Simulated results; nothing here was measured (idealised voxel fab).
process module | voxel fin reveal
cross-section cut | 150 nm wide | cells 5 nm
A cross-section is a grid of square cells, given in bands from the top down. A band is one or more rows of cells.
Each band's line starts with the height of the band's top and of its bottom, in nm. Then come its materials from left to right, each with its width in nm. One material with "throughout" fills the band from edge to edge. "air" is empty space.
Height 0 is the level under which the wafer as received is all one material. The lowest band goes on downwards, as in "0 down".
A width such as "30 to 40" changes by the same amount from each row of cells to the next, from the band's top row to its bottom row.
"no change" after a step means that no cell of the cross-section changed.
closed voids: empty space of 8 cells or more with no open way to the top, each as width x height at its distance from the left edge, in nm
after a step's settings: what the simulator itself notes on the step
overlay nm, on a step with a mask: how far to the right of its planned place the mask lay; to the left if negative
plan
1 op RECEIVE | material Si
2 op CONFORMAL_DEP | material SiN | thk nm 10
3 op PATTERN | tone cover | mask id FINS | material resist | width nm 15 | pitch nm 40 | thk nm 15 | overlay nm 0
4 op DIRECTIONAL_ETCH | etch materials SiN | depth nm 10
5 op DIRECTIONAL_ETCH | etch materials Si | depth nm 30
6 op STRIP | etch materials resist
7 op FILL_DEP | material SiO2 | thk nm 5
8 op CMP | height nm 10
9 op SELECTIVE_ETCH | etch materials SiO2 | depth nm 25
10 op STRIP | etch materials SiN
11 op CONFORMAL_DEP | material HfO2 | thk nm 5
as received, after step 1
  0 down: Si throughout
  closed voids: none
a wafer at the end: this start, this plan, one mistake
  5 to 0: HfO2 30 | air 5 | HfO2 35 | air 5 | HfO2 35 | air 5 | HfO2 35
  0 to -10: Si 25 | HfO2 5 | air 5 | HfO2 5 | Si 25 | HfO2 5 | air 5 | HfO2 5 | Si 25 | HfO2 5 | air 5 | HfO2 5 | Si 30
  -10 to -15: Si 25 | HfO2 15 | Si 25 | HfO2 15 | Si 25 | HfO2 15 | Si 30
  -15 to -30: Si 25 | SiO2 15 | Si 25 | SiO2 15 | Si 25 | SiO2 15 | Si 30
  -30 down: Si throughout
  closed voids: none
what went wrong: step 3 ran as: op PATTERN | tone open | mask id FINS | material resist | width nm 15 | pitch nm 40 | thk nm 15 | overlay nm 0
